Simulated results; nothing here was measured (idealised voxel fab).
process module | voxel gate over fins
cross-section cut | 255 nm wide | cells 5 nm
A cross-section is a grid of square cells, given in bands from the top down. A band is one or more rows of cells.
Each band's line starts with the height of the band's top and of its bottom, in nm. Then come its materials from left to right, each with its width in nm. One material with "throughout" fills the band from edge to edge. "air" is empty space.
Height 0 is the level under which the wafer as received is all one material. The lowest band goes on downwards, as in "0 down".
A width such as "30 to 40" changes by the same amount from each row of cells to the next, from the band's top row to its bottom row.
"no change" after a step means that no cell of the cross-section changed.
closed voids: empty space of 8 cells or more with no open way to the top, each as width x height at its distance from the left edge, in nm
after a step's settings: what the simulator itself notes on the step
overlay nm, on a step with a mask: how far to the right of its planned place the mask lay; to the left if negative
plan
1 op RECEIVE | material Si
2 op CONFORMAL_DEP | material SiN | thk nm 5
3 op MASKED_ETCH | tone cover | mask id FINS | width nm 15 | pitch nm 50 | etch materials SiN | depth nm 5 | overlay nm 0
4 op MASKED_ETCH | tone cover | mask id FINS | width nm 15 | pitch nm 50 | etch materials Si | depth nm 30 | overlay nm 0
5 op FILL_DEP | material SiO2 | thk nm 10
6 op CMP | height nm 5
7 op MASKED_ETCH | tone open | mask id RAIL | width nm 15 | etch materials SiO2 | depth nm 30 | overlay nm 0
8 op CONFORMAL_DEP | material TiN | thk nm 5
9 op FILL_DEP | material Ru | thk nm 5
10 op CMP | height nm 5
11 op SELECTIVE_ETCH | etch materials W Ru TiN | depth nm 20
12 op FILL_DEP | material SiO2 | thk nm 5
13 op CMP | height nm 5
14 op SELECTIVE_ETCH | etch materials SiO2 | depth nm 15
15 op STRIP | etch materials SiN
16 op CONFORMAL_DEP | material HfO2 | thk nm 5
17 op CONFORMAL_DEP | material TiN | thk nm 5
18 op CONFORMAL_DEP | material TiAl | thk nm 5
19 op CONFORMAL_DEP | material TiN | thk nm 5
20 op FILL_DEP | material W | thk nm 10
21 op CMP | height nm 25
22 op CONFORMAL_DEP | material SiCN | thk nm 5
as received, after step 1
  0 down: Si throughout
  closed voids: none
first wafer at the end, as planned
  30 to 25: SiCN throughout
  25 to 20: W throughout
  20 to 15: W 50 | TiN 155 | W 50
  15 to 10: W 50 | TiN 5 | TiAl 45 | TiN 5 | TiAl 45 | TiN 5 | TiAl 45 | TiN 5 | W 50
  10 to 5: TiN 55 | TiAl 5 | TiN 35 | TiAl 5 | TiN 5 | TiAl 5 | TiN 35 | TiAl 5 | TiN 5 | TiAl 5 | TiN 35 | TiAl 5 | TiN 55
  5 to 0: TiAl 60 | TiN 5 | HfO2 25 | TiN 5 | TiAl 15 | TiN 5 | HfO2 25 | TiN 5 | TiAl 15 | TiN 5 | HfO2 25 | TiN 5 | TiAl 60
  0 to -5: TiN 65 | HfO2 5 | Si 15 | HfO2 5 | TiN 25 | HfO2 5 | Si 15 | HfO2 5 | TiN 25 | HfO2 5 | Si 15 | HfO2 5 | TiN 65
  -5 to -10: HfO2 70 | Si 15 | HfO2 35 | Si 15 | HfO2 35 | Si 15 | HfO2 70
  -10 to -15: SiO2 70 | Si 15 | SiO2 35 | Si 15 | SiO2 35 | Si 15 | SiO2 70
  -15 to -20: SiO2 70 | Si 15 | SiO2 10 | TiN 5 | Ru 5 | TiN 5 | SiO2 10 | Si 15 | SiO2 35 | Si 15 | SiO2 70
  -20 to -25: SiO2 70 | Si 15 | SiO2 10 | TiN 15 | SiO2 10 | Si 15 | SiO2 35 | Si 15 | SiO2 70
  -25 to -30: SiO2 70 | Si 15 | SiO2 35 | Si 15 | SiO2 35 | Si 15 | SiO2 70
  -30 down: Si throughout
  closed voids: none
second wafer at the end: like start, like plan, one mistake
  30 to 25: SiCN throughout
  25 to 20: W throughout
  20 to 15: W 50 | TiN 155 | W 50
  15 to 10: W 50 | TiN 5 | TiAl 45 | TiN 5 | TiAl 45 | TiN 5 | TiAl 45 | TiN 5 | W 50
  10 to 5: TiN 55 | TiAl 5 | TiN 35 | TiAl 5 | TiN 5 | TiAl 5 | TiN 35 | TiAl 5 | TiN 5 | TiAl 5 | TiN 35 | TiAl 5 | TiN 55
  5 to 0: TiAl 60 | TiN 5 | HfO2 25 | TiN 5 | TiAl 15 | TiN 5 | HfO2 25 | TiN 5 | TiAl 15 | TiN 5 | HfO2 25 | TiN 5 | TiAl 60
  0 to -5: TiN 65 | HfO2 5 | Si 15 | HfO2 5 | TiN 25 | HfO2 5 | Si 15 | HfO2 5 | TiN 25 | HfO2 5 | Si 15 | HfO2 5 | TiN 65
  -5 to -10: HfO2 70 | Si 15 | HfO2 35 | Si 15 | HfO2 35 | Si 15 | HfO2 70
  -10 to -15: SiO2 70 | Si 15 | SiO2 35 | Si 15 | SiO2 35 | Si 15 | SiO2 70
  -15 to -20: SiO2 70 | Si 15 | SiO2 10 | TiN 5 | Ru 10 | TiN 5 | SiO2 5 | Si 15 | SiO2 35 | Si 15 | SiO2 70
  -20 to -25: SiO2 70 | Si 15 | SiO2 10 | TiN 20 | SiO2 5 | Si 15 | SiO2 35 | Si 15 | SiO2 70
  -25 to -30: SiO2 70 | Si 15 | SiO2 35 | Si 15 | SiO2 35 | Si 15 | SiO2 70
  -30 down: Si throughout
  closed voids: none
what went wrong: step 7 ran as: op MASKED_ETCH | tone open | mask id RAIL | width nm 20 | etch materials SiO2 | depth nm 30 | overlay nm 0
at the end the second wafer has, in cells: 1 more of Ru | 2 fewer of SiO2 | 1 more of TiN
